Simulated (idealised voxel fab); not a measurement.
This section sets out a process module, namely voxel fin reveal.
This is section cut - it's 300 nm across, gridded in 5 nm square cells.
Reading order for cross-sections: top band down to bottom band. Underlying form: a grid of square cells. Band size: one or more rows of cells. Each band's line starts with the height of the band's top and of its bottom, in nm. Then come its materials from left to right, each with its width in nm. One material with "all across" fills the band from edge to edge. "blank" is empty space. We count height from 0. Below that, the starting wafer is all one material. The lowest band never ends at the bottom but goes on down; see "top 0, no bottom" for how that is written. You'd read "30 to 40" like this: the band's top row of cells is as wide as the first number, its bottom row is as wide as the second, and going down, every row changes width by the same amount as the row before did. Where a step carries "no alterations made", the cross-section came out of it unchanged, cell for cell. "Closed cavity list" means: voids of 8 cells or more that are shut off from the top with no open way through. Written width x height at distance, distance from the left edge, in nm. Where a step's line continues beyond its settings, the continuation is a remark by the simulator itself on that step. The setting "overlay nm" may be written on the line of a step. When the step uses a mask, the value reports how far to the right of the planned place the mask lay, and a negative value reports that it lay to the left.
## List of planned process steps
1 op RECEIVE | material Si
2 op CONFORMAL_DEP | material SiN | thk nm 10
3 op PATTERN | tone cover | mask id FINS | material resist | width nm 15 | pitch nm 35 | thk nm 15 | overlay nm 0
4 op DIRECTIONAL_ETCH | etch materials SiN | depth nm 10
5 op DIRECTIONAL_ETCH | etch materials Si | depth nm 35
6 op STRIP | etch materials resist
7 op FILL_DEP | material SiO2 | thk nm 10
8 op CMP | height nm 10
9 op SELECTIVE_ETCH | etch materials SiO2 | depth nm 35
10 op STRIP | etch materials SiN
11 op CONFORMAL_DEP | material SiO2 | thk nm 5
## Incoming wafer, cross-sectional view, post step 1
  top 0, no bottom: Si all across
  Closed cavity list: none
## Cross-section, first of two wafers, end of module, run as planned
  top 5, bottom 0: blank=100, SiO2=25, blank=10, SiO2=25, blank=10, SiO2=25, blank=105
  top 0, bottom -20: blank=100, SiO2=5, Si=15, SiO2=5, blank=10, SiO2=5, Si=15, SiO2=5, blank=10, SiO2=5, Si=15, SiO2=5, blank=105
  top -20, bottom -35: SiO2=105, Si=15, SiO2=20, Si=15, SiO2=20, Si=15, SiO2=110
  top -35, no bottom: Si all across
  Closed cavity list: none
## Second wafer of the two, sectioned at the end of the module. It began like the first and followed the same plan, but one mistake was made while running it
  top 5, bottom 0: blank=105, SiO2=25, blank=10, SiO2=25, blank=10, SiO2=25, blank=100
  top 0, bottom -20: blank=105, SiO2=5, Si=15, SiO2=5, blank=10, SiO2=5, Si=15, SiO2=5, blank=10, SiO2=5, Si=15, SiO2=5, blank=100
  top -20, bottom -35: SiO2=110, Si=15, SiO2=20, Si=15, SiO2=20, Si=15, SiO2=105
  top -35, no bottom: Si all across
  Closed cavity list: none
Diagnosis: heads up, step 3 didn't go per plan, it actually ran as op PATTERN | tone cover | mask id FINS | material resist | width nm 15 | pitch nm 35 | thk nm 15 | overlay nm 5
By the end, you'd get the same cell count for each material on either wafer, but the second wafer puts them somewhere else.
